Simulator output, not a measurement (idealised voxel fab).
process module | voxel local oxidation
cross-section cut | 295 nm wide | cells 5 nm
A cross-section is a grid of square cells, given in bands from the top down. A band is one or more rows of cells.
Each band's line starts with the height of the band's top and of its bottom, in nm. Then come its materials from left to right, each with its width in nm. One material with "throughout" fills the band from edge to edge. "air" is empty space.
Height 0 is the level under which the wafer as received is all one material. The lowest band goes on downwards, as in "0 down".
A width such as "30 to 40" changes by the same amount from each row of cells to the next, from the band's top row to its bottom row.
"no change" after a step means that no cell of the cross-section changed.
closed voids: empty space of 8 cells or more with no open way to the top, each as width x height at its distance from the left edge, in nm
after a step's settings: what the simulator itself notes on the step
overlay nm, on a step with a mask: how far to the right of its planned place the mask lay; to the left if negative
plan
1 op RECEIVE | material Si
2 op CONFORMAL_DEP | material SiO2 | thk nm 5
3 op CONFORMAL_DEP | material SiN | thk nm 10
4 op DIRECTIONAL_DEP | material aC | thk nm 10
5 op PATTERN | tone cover | mask id ACTIVE | material resist | width nm 95 | pitch nm 135 | thk nm 30 | overlay nm 0
6 op DIRECTIONAL_ETCH | etch materials aC | depth nm 10
7 op STRIP | etch materials resist
8 op DIRECTIONAL_ETCH | etch materials SiN | depth nm 10
9 op STRIP | etch materials aC
10 op SELECTIVE_ETCH | etch materials SiO2 | depth nm 5
11 op OXIDIZE | depth nm 15
12 op STRIP | etch materials SiN
first wafer, as planned
as received, after step 1
  0 down: Si throughout
  closed voids: none
after step 2
  5 to 0: SiO2 throughout
  below 0: unchanged
after step 3
  15 to 5: SiN throughout
  below 5: unchanged
after step 4
  25 to 15: aC throughout
  below 15: unchanged
after step 5
  55 to 25: air 30 | resist 95 | air 40 | resist 95 | air 35
  below 25: unchanged
after step 6
  45 to 25: air 30 | resist 95 | air 40 | resist 95 | air 35
  25 to 15: air 30 | aC 95 | air 40 | aC 95 | air 35
  below 15: unchanged
after step 7
  25 to 15: air 30 | aC 95 | air 40 | aC 95 | air 35
  below 15: unchanged
after step 8
  25 to 15: air 30 | aC 95 | air 40 | aC 95 | air 35
  15 to 5: air 30 | SiN 95 | air 40 | SiN 95 | air 35
  below 5: unchanged
after step 9
  15 to 5: air 30 | SiN 95 | air 40 | SiN 95 | air 35
  below 5: unchanged
after step 10
  15 to 5: air 30 | SiN 95 | air 40 | SiN 95 | air 35
  5 to 0: air 35 | SiO2 85 | air 50 | SiO2 85 | air 40
  below 0: unchanged
after step 11
  15 to 5: air 30 | SiN 95 | air 40 | SiN 95 | air 35
  5 to 0: air 35 | SiO2 85 | air 50 | SiO2 85 | air 40
  0 to -15: SiO2 50 | Si 55 | SiO2 80 | Si 55 | SiO2 55
  below -15: unchanged
after step 12
  5 to 0: air 35 | SiO2 85 | air 50 | SiO2 85 | air 40
  below 0: unchanged
second wafer: like start, like plan, one mistake. Through step 4 it matches the first wafer
when step 5 should have ended
  55 to 25: resist 30 | air 95 | resist 40 | air 95 | resist 35
  below 25: unchanged
when step 6 should have ended
  45 to 25: resist 30 | air 95 | resist 40 | air 95 | resist 35
  25 to 15: aC 30 | air 95 | aC 40 | air 95 | aC 35
  below 15: unchanged
when step 7 should have ended
  25 to 15: aC 30 | air 95 | aC 40 | air 95 | aC 35
  below 15: unchanged
when step 8 should have ended
  25 to 15: aC 30 | air 95 | aC 40 | air 95 | aC 35
  15 to 5: SiN 30 | air 95 | SiN 40 | air 95 | SiN 35
  below 5: unchanged
when step 9 should have ended
  15 to 5: SiN 30 | air 95 | SiN 40 | air 95 | SiN 35
  below 5: unchanged
when step 10 should have ended
  15 to 5: SiN 30 | air 95 | SiN 40 | air 95 | SiN 35
  5 to 0: SiO2 25 | air 105 | SiO2 30 | air 105 | SiO2 30
  below 0: unchanged
when step 11 should have ended
  15 to 5: SiN 30 | air 95 | SiN 40 | air 95 | SiN 35
  5 to 0: SiO2 25 | air 105 | SiO2 30 | air 105 | SiO2 30
  0 to -15: Si 10 | SiO2 270 | Si 15
  below -15: unchanged
when step 12 should have ended
  5 to 0: SiO2 25 | air 105 | SiO2 30 | air 105 | SiO2 30
  below 0: unchanged
what went wrong: step 5 ran as: op PATTERN | tone open | mask id ACTIVE | material resist | width nm 95 | pitch nm 135 | thk nm 30 | overlay nm 0
at the end the second wafer has, in cells: 51 fewer of Si | 34 more of SiO2
